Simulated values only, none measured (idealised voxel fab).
Process module, titled voxel gate over fins
For reference, the cross-section in this document is cut, with width 195 nm and square cells of 5 nm.
Throughout this document, each cross-section is represented as a grid of square cells and is presented as a sequence of bands enumerated from the top downward, where a band comprises one or more rows of cells.
Band: top and bottom heights (nm) first, top before bottom; then materials from left to right, widths in nm. "all across" marks a sole material filling the band edge to edge. "empty" denotes empty space.
It should be noted that heights are counted from 0, beneath which the wafer as supplied is of one material throughout, and that the lowest band possesses no lower boundary but continues downward, as written in "top 0, no bottom".
The notation "30->40" denotes a width that varies across the rows of cells in the band, beginning at the first number in the top row, finishing at the second number in the bottom row, and changing by an identical amount from each row to the next.
Reading "no change" for a step: not a cell of the cross-section changed in it.
The entry titled "Enclosed empty spaces" provides the empty spaces that have no open way to the top, restricted to those of 8 cells or more. Each is presented as width x height at distance, the distance being measured from the left edge, with all three in nm.
The remark found on a step's line after its settings is issued by the simulator itself and pertains to that step.
overlay nm: mask right of planned place by this much (step with mask). Neg. = left.
## Set out below are the planned steps of the process
- 1: op RECEIVE | material Si
- 2: op CONFORMAL_DEP | material SiN | thk nm 5
- 3: op PATTERN | tone cover | mask id FINS | material resist | width nm 15 | pitch nm 40 | thk nm 15 | overlay nm 0
- 4: op DIRECTIONAL_ETCH | etch materials SiN | depth nm 5
- 5: op DIRECTIONAL_ETCH | etch materials Si | depth nm 40
- 6: op STRIP | etch materials resist
- 7: op FILL_DEP | material SiO2 | thk nm 10
- 8: op CMP | height nm 5
- 9: op SELECTIVE_ETCH | etch materials SiO2 | depth nm 20
- 10: op STRIP | etch materials SiN
- 11: op CONFORMAL_DEP | material HfO2 | thk nm 5
- 12: op CONFORMAL_DEP | material TiN | thk nm 5
- 13: op CONFORMAL_DEP | material TiAl | thk nm 5
- 14: op CONFORMAL_DEP | material TiN | thk nm 5
- 15: op FILL_DEP | material W | thk nm 15
- 16: op CMP | height nm 30
- 17: op CONFORMAL_DEP | material SiN | thk nm 5
## Cross-sectional view of the wafer in its as-received condition, corresponding to the state after step 1
top 0, no bottom: Si all across
Enclosed empty spaces: none
## End-of-module XS, first of two wafers, run as planned
top 35, bottom 30: SiN all across
top 30, bottom 20: W all across
top 20, bottom 15: 30 nm W | 135 nm TiN | 30 nm W
top 15, bottom 10: 30 nm W | 5 nm TiN | 125 nm TiAl | 5 nm TiN | 30 nm W
top 10, bottom 5: 30 nm W | 5 nm TiN | 5 nm TiAl | 35 nm TiN | 5 nm TiAl | 35 nm TiN | 5 nm TiAl | 35 nm TiN | 5 nm TiAl | 5 nm TiN | 30 nm W
top 5, bottom 0: 35 nm TiN | 5 nm TiAl | 5 nm TiN | 25 nm HfO2 | 5 nm TiN | 5 nm TiAl | 5 nm TiN | 25 nm HfO2 | 5 nm TiN | 5 nm TiAl | 5 nm TiN | 25 nm HfO2 | 5 nm TiN | 5 nm TiAl | 35 nm TiN
top 0, bottom -5: 40 nm TiAl | 5 nm TiN | 5 nm HfO2 | 15 nm Si | 5 nm HfO2 | 5 nm TiN | 5 nm TiAl | 5 nm TiN | 5 nm HfO2 | 15 nm Si | 5 nm HfO2 | 5 nm TiN | 5 nm TiAl | 5 nm TiN | 5 nm HfO2 | 15 nm Si | 5 nm HfO2 | 5 nm TiN | 40 nm TiAl
top -5, bottom -10: 45 nm TiN | 5 nm HfO2 | 15 nm Si | 5 nm HfO2 | 15 nm TiN | 5 nm HfO2 | 15 nm Si | 5 nm HfO2 | 15 nm TiN | 5 nm HfO2 | 15 nm Si | 5 nm HfO2 | 45 nm TiN
top -10, bottom -15: 50 nm HfO2 | 15 nm Si | 25 nm HfO2 | 15 nm Si | 25 nm HfO2 | 15 nm Si | 50 nm HfO2
top -15, bottom -40: 50 nm SiO2 | 15 nm Si | 25 nm SiO2 | 15 nm Si | 25 nm SiO2 | 15 nm Si | 50 nm SiO2
top -40, no bottom: Si all across
Enclosed empty spaces: none
## What the second wafer looks like in cross-section once the module is done. Its start and its plan matched the first wafer's exactly; what differed was one mistake in how it was run
top 35, bottom 30: SiN all across
top 30, bottom 20: W all across
top 20, bottom 15: 30 nm W | 135 nm TiN | 30 nm W
top 15, bottom 10: 30 nm W | 5 nm TiN | 125 nm TiAl | 5 nm TiN | 30 nm W
top 10, bottom 5: 30 nm W | 5 nm TiN | 5 nm TiAl | 35 nm HfO2 | 5 nm TiAl | 35 nm HfO2 | 5 nm TiAl | 35 nm HfO2 | 5 nm TiAl | 5 nm TiN | 30 nm W
top 5, bottom 0: 35 nm TiN | 5 nm TiAl | 5 nm HfO2 | 25 nm TiN | 5 nm HfO2 | 5 nm TiAl | 5 nm HfO2 | 25 nm TiN | 5 nm HfO2 | 5 nm TiAl | 5 nm HfO2 | 25 nm TiN | 5 nm HfO2 | 5 nm TiAl | 35 nm TiN
top 0, bottom -5: 40 nm TiAl | 5 nm HfO2 | 5 nm TiN | 15 nm Si | 5 nm TiN | 5 nm HfO2 | 5 nm TiAl | 5 nm HfO2 | 5 nm TiN | 15 nm Si | 5 nm TiN | 5 nm HfO2 | 5 nm TiAl | 5 nm HfO2 | 5 nm TiN | 15 nm Si | 5 nm TiN | 5 nm HfO2 | 40 nm TiAl
top -5, bottom -10: 45 nm HfO2 | 5 nm TiN | 15 nm Si | 5 nm TiN | 15 nm HfO2 | 5 nm TiN | 15 nm Si | 5 nm TiN | 15 nm HfO2 | 5 nm TiN | 15 nm Si | 5 nm TiN | 45 nm HfO2
top -10, bottom -15: 50 nm TiN | 15 nm Si | 25 nm TiN | 15 nm Si | 25 nm TiN | 15 nm Si | 50 nm TiN
top -15, bottom -40: 50 nm SiO2 | 15 nm Si | 25 nm SiO2 | 15 nm Si | 25 nm SiO2 | 15 nm Si | 50 nm SiO2
top -40, no bottom: Si all across
Enclosed empty spaces: none
So what did we get wrong on this run? the executed order of steps 11 and 12 is the reverse of that specified in the plan, each step having taken the other's position
Heads up: at the end the two wafers have identical cell counts per material, they're just laid out differently.
